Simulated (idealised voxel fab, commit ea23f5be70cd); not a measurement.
The process module presented herein is designated voxel capacitor over wiring.
The figure presents cross-section cut, which has a width of 225 nm and is divided into square cells with an edge length of 5 nm.
In what follows, cross-sections appear as grids of square cells, described through bands that run from the top down, where every band is one or more rows of cells. Band: top and bottom heights (nm) first, top before bottom; then materials from left to right, widths in nm. "full width" marks a sole material filling the band edge to edge. "empty" denotes empty space. Beneath 0, the wafer as received is one material, and that level is where height counting begins. The lowest band goes on downward without a bottom; it is written like "0 -> down". The width entry "30..40" should be interpreted row by row: the top row of cells in the band takes the first number, the bottom row takes the second number, and the change between adjacent rows is uniform throughout. Where the words "nothing different" appear for a step, the cross-section shows no cell changed by that step; every cell remained as before. Heads up: "Fully sealed cavities" only lists the empty pockets with no open path to the top that are 8 cells or more, and it writes them as width x height at distance, distance from the left edge, in nm. Post-settings text on a step line: simulator's own remark regarding the step. A step's line can hold "overlay nm"; with a mask on that step, the setting says how far right of the planned place the mask lay, while a negative setting says it lay to the left. So the way this works: pairs, before and after one process step. The after picture only goes down to the lowest band that actually changed, nothing below. Step and its settings are under each pair. And watch out, pairs might come from different runs of this module, same starting wafer though, so a pair only follows on from the one above if its "Before-step section" entry tells you so.
Before-step section:
- 110 -> 95  SiO2 (75), empty (15), SiO2 (135)
- 95 -> 85  SiO2 (65), TiN (70), SiO2 (90)
- 85 -> 80  SiO2 (65), SiN (70), SiO2 (90)
- 80 -> 70  SiO2 (60), TiN (80), SiO2 (85)
- 70 -> 50  lowk (65), Ru (15), lowk (145)
- 50 -> 45  SiCN (65), Ru (15), SiCN (145)
- 45 -> 20  SiN (50), W (30), SiN (65), W (30), SiN (50)
- 20 -> 15  SiN (50), TiN (30), SiN (65), TiN (30), SiN (50)
- 15 -> 0  SiO2 full width
- 0 -> down  Si full width
- Fully sealed cavities: none
Post-Step Appearance:
- 115 -> 110  TiN (80), empty (5), TiN (140)
- 110 -> 100  SiO2 (75), TiN (5), empty (5), TiN (5), SiO2 (135)
- 100 -> 95  SiO2 (75), TiN (15), SiO2 (135)
- Rest of section, below 95: as before.
- Fully sealed cavities: none
Between before and after above, the operation and settings are CONFORMAL_DEP | material TiN | thk nm 5
Before-step section: look at the pair above, its after cross-section is where this step starts.
Post-Step Appearance:
- 125 -> 115  Ru full width
- 115 -> 110  TiN (80), Ru (5), TiN (140)
- 110 -> 100  SiO2 (75), TiN (5), Ru (5), TiN (5), SiO2 (135)
- Rest of section, below 100: as before.
- Fully sealed cavities: none
Between before and after above, the operation and settings are FILL_DEP | material Ru | thk nm 10
Before-step section: look at the pair above, its after cross-section is where this step starts.
Post-Step Appearance:
- 110 -> 100  SiO2 (75), TiN (5), Ru (5), TiN (5), SiO2 (135)
- Rest of section, below 100: as before.
- Fully sealed cavities: none
Between before and after above, the operation and settings are CMP | height nm 110
Before-step section: look at the pair above, its after cross-section is where this step starts.
Post-Step Appearance:
- 115 -> 110  SiCN full width
- Rest of section, below 110: as before.
- Fully sealed cavities: none
Between before and after above, the operation and settings are CONFORMAL_DEP | material SiCN | thk nm 5
Before-step section:
- 110 -> 95  aC full width
- 95 -> 85  TiN full width
- 85 -> 80  SiN full width
- 80 -> 70  TiN full width
- 70 -> 50  lowk (65), Ru (15), lowk (145)
- 50 -> 45  SiCN (65), Ru (15), SiCN (145)
- 45 -> 20  SiO2 (45), SiN (5), W (30), SiN (5), SiO2 (55), SiN (5), W (30), SiN (5), SiO2 (45)
- 20 -> 15  SiN (50), TiN (30), SiN (65), TiN (30), SiN (50)
- 15 -> 0  SiO2 full width
- 0 -> down  Si full width
- Fully sealed cavities: none
Post-Step Appearance:
- 145 -> 110  resist (65), empty (70), resist (90)
- Rest of section, below 110: as before.
- Fully sealed cavities: none
Between before and after above, the operation and settings are PATTERN | tone open | mask id UPPER_PLATE | material resist | width nm 70 | thk nm 35 | overlay nm 0
Before-step section: look at the pair above, its after cross-section is where this step starts.
Post-Step Appearance:
- 130 -> 110  resist (65), empty (70), resist (90)
- 110 -> 95  aC (65), empty (70), aC (90)
- Rest of section, below 95: as before.
- Fully sealed cavities: none
Between before and after above, the operation and settings are DIRECTIONAL_ETCH | etch materials aC | depth nm 15
Before-step section: look at the pair above, its after cross-section is where this step starts.
Post-Step Appearance:
- 110 -> 95  aC (65), empty (70), aC (90)
- Rest of section, below 95: as before.
- Fully sealed cavities: none
Between before and after above, the operation and settings are STRIP | etch materials resist
Before-step section: look at the pair above, its after cross-section is where this step starts.
Post-Step Appearance:
- 110 -> 95  aC (65), empty (70), aC (90)
- 95 -> 85  TiN (65), empty (70), TiN (90)
- Rest of section, below 85: as before.
- Fully sealed cavities: none
Between before and after above, the operation and settings are DIRECTIONAL_ETCH | etch materials TiN | depth nm 10
Before-step section: look at the pair above, its after cross-section is where this step starts.
Post-Step Appearance:
- 110 -> 95  aC (65), empty (70), aC (90)
- 95 -> 85  TiN (65), empty (70), TiN (90)
- 85 -> 80  SiN (65), empty (70), SiN (90)
- Rest of section, below 80: as before.
- Fully sealed cavities: none
Between before and after above, the operation and settings are DIRECTIONAL_ETCH | etch materials SiN | depth nm 5
Before-step section: look at the pair above, its after cross-section is where this step starts.
Post-Step Appearance:
- 95 -> 85  TiN (65), empty (70), TiN (90)
- Rest of section, below 85: as before.
- Fully sealed cavities: none
Between before and after above, the operation and settings are STRIP | etch materials aC
Before-step section: look at the pair above, its after cross-section is where this step starts.
Post-Step Appearance:
- 105 -> 95  aC (65), empty (70), aC (90)
- 95 -> 90  TiN (65), empty (70), TiN (90)
- 90 -> 85  TiN (65), aC (70), TiN (90)
- 85 -> 80  SiN (65), aC (70), SiN (90)
- Rest of section, below 80: as before.
- Fully sealed cavities: none
Between before and after above, the operation and settings are DIRECTIONAL_DEP | material aC | thk nm 10
Before-step section: look at the pair above, its after cross-section is where this step starts.
Post-Step Appearance:
- 130 -> 105  empty (60), resist (80), empty (85)
- 105 -> 95  aC (65), resist (70), aC (90)
- 95 -> 90  TiN (65), resist (70), TiN (90)
- Rest of section, below 90: as before.
- Fully sealed cavities: none
Between before and after above, the operation and settings are PATTERN | tone cover | mask id LOWER_PLATE | material resist | width nm 80 | thk nm 25 | overlay nm 0
Before-step section: look at the pair above, its after cross-section is where this step starts.
Post-Step Appearance:
- 120 -> 105  empty (60), resist (80), empty (85)
- 105 -> 95  empty (60), aC (5), resist (70), aC (5), empty (85)
- Rest of section, below 95: as before.
- Fully sealed cavities: none
Between before and after above, the operation and settings are DIRECTIONAL_ETCH | etch materials aC | depth nm 10
Before-step section: look at the pair above, its after cross-section is where this step starts.
Post-Step Appearance:
- 105 -> 95  empty (60), aC (5), empty (70), aC (5), empty (85)
- 95 -> 90  TiN (65), empty (70), TiN (90)
- Rest of section, below 90: as before.
- Fully sealed cavities: none
Between before and after above, the operation and settings are STRIP | etch materials resist
Before-step section: look at the pair above, its after cross-section is where this step starts.
Post-Step Appearance:
- 105 -> 95  empty (60), aC (5), empty (70), aC (5), empty (85)
- 95 -> 90  empty (60), TiN (5), empty (70), TiN (5), empty (85)
- 90 -> 85  empty (60), TiN (5), aC (70), TiN (5), empty (85)
- Rest of section, below 85: as before.
- Fully sealed cavities: none
Between before and after above, the operation and settings are DIRECTIONAL_ETCH | etch materials TiN | depth nm 10
Before-step section: look at the pair above, its after cross-section is where this step starts.
Post-Step Appearance:
- 95 -> 85  empty (60), TiN (5), empty (70), TiN (5), empty (85)
- 85 -> 80  SiN (65), empty (70), SiN (90)
- Rest of section, below 80: as before.
- Fully sealed cavities: none
Between before and after above, the operation and settings are STRIP | etch materials aC
Before-step section: look at the pair above, its after cross-section is where this step starts.
Post-Step Appearance:
- 115 -> 95  SiO2 full width
- 95 -> 85  SiO2 (60), TiN (5), SiO2 (70), TiN (5), SiO2 (85)
- 85 -> 80  SiN (65), SiO2 (70), SiN (90)
- Rest of section, below 80: as before.
- Fully sealed cavities: none
Between before and after above, the operation and settings are FILL_DEP | material SiO2 | thk nm 20
Before-step section: look at the pair above, its after cross-section is where this step starts.
Post-Step Appearance:
- 110 -> 95  SiO2 full width
- Rest of section, below 95: as before.
- Fully sealed cavities: none
Between before and after above, the operation and settings are CMP | height nm 110
Before-step section: look at the pair above, its after cross-section is where this step starts.
Post-Step Appearance:
- 125 -> 110  aC full width
- Rest of section, below 110: as before.
- Fully sealed cavities: none
Between before and after above, the operation and settings are DIRECTIONAL_DEP | material aC | thk nm 15
Before-step section: look at the pair above, its after cross-section is where this step starts.
Post-Step Appearance:
- 160 -> 125  resist (75), empty (15), resist (135)
- Rest of section, below 125: as before.
- Fully sealed cavities: none
Between before and after above, the operation and settings are PATTERN | tone open | mask id PLUG_2 | material resist | width nm 15 | thk nm 35 | overlay nm 0
Before-step section: look at the pair above, its after cross-section is where this step starts.
Post-Step Appearance:
- 145 -> 125  resist (75), empty (15), resist (135)
- 125 -> 110  aC (75), empty (15), aC (135)
- Rest of section, below 110: as before.
- Fully sealed cavities: none
Between before and after above, the operation and settings are DIRECTIONAL_ETCH | etch materials aC | depth nm 15
Before-step section: look at the pair above, its after cross-section is where this step starts.
Post-Step Appearance:
- 125 -> 110  aC (75), empty (15), aC (135)
- Rest of section, below 110: as before.
- Fully sealed cavities: none
Between before and after above, the operation and settings are STRIP | etch materials resist
Before-step section: look at the pair above, its after cross-section is where this step starts.
Post-Step Appearance:
- 125 -> 110  aC (75), empty (15), aC (135)
- 110 -> 95  SiO2 (75), empty (15), SiO2 (135)
- Rest of section, below 95: as before.
- Fully sealed cavities: none
Between before and after above, the operation and settings are DIRECTIONAL_ETCH | etch materials SiO2 | depth nm 15
Before-step section: look at the pair above, its after cross-section is where this step starts.
Post-Step Appearance:
- 110 -> 95  SiO2 (75), empty (15), SiO2 (135)
- Rest of section, below 95: as before.
- Fully sealed cavities: none
Between before and after above, the operation and settings are STRIP | etch materials aC
Before-step section: look at the pair above, its after cross-section is where this step starts.
Post-Step Appearance:
- 115 -> 110  TiN (80), empty (5), TiN (140)
- 110 -> 100  SiO2 (75), TiN (5), empty (5), TiN (5), SiO2 (135)
- 100 -> 95  SiO2 (75), TiN (15), SiO2 (135)
- Rest of section, below 95: as before.
- Fully sealed cavities: none
Between before and after above, the operation and settings are CONFORMAL_DEP | material TiN | thk nm 5
Before-step section: look at the pair above, its after cross-section is where this step starts.
Post-Step Appearance:
- 125 -> 115  Ru full width
- 115 -> 110  TiN (80), Ru (5), TiN (140)
- 110 -> 100  SiO2 (75), TiN (5), Ru (5), TiN (5), SiO2 (135)
- Rest of section, below 100: as before.
- Fully sealed cavities: none
Between before and after above, the operation and settings are FILL_DEP | material Ru | thk nm 10
Before-step section: look at the pair above, its after cross-section is where this step starts.
Post-Step Appearance:
- 110 -> 100  SiO2 (75), TiN (5), Ru (5), TiN (5), SiO2 (135)
- Rest of section, below 100: as before.
- Fully sealed cavities: none
Between before and after above, the operation and settings are CMP | height nm 110
Before-step section: look at the pair above, its after cross-section is where this step starts.
Post-Step Appearance:
- 115 -> 110  SiCN full width
- Rest of section, below 110: as before.
- Fully sealed cavities: none
Between before and after above, the operation and settings are CONFORMAL_DEP | material SiCN | thk nm 5
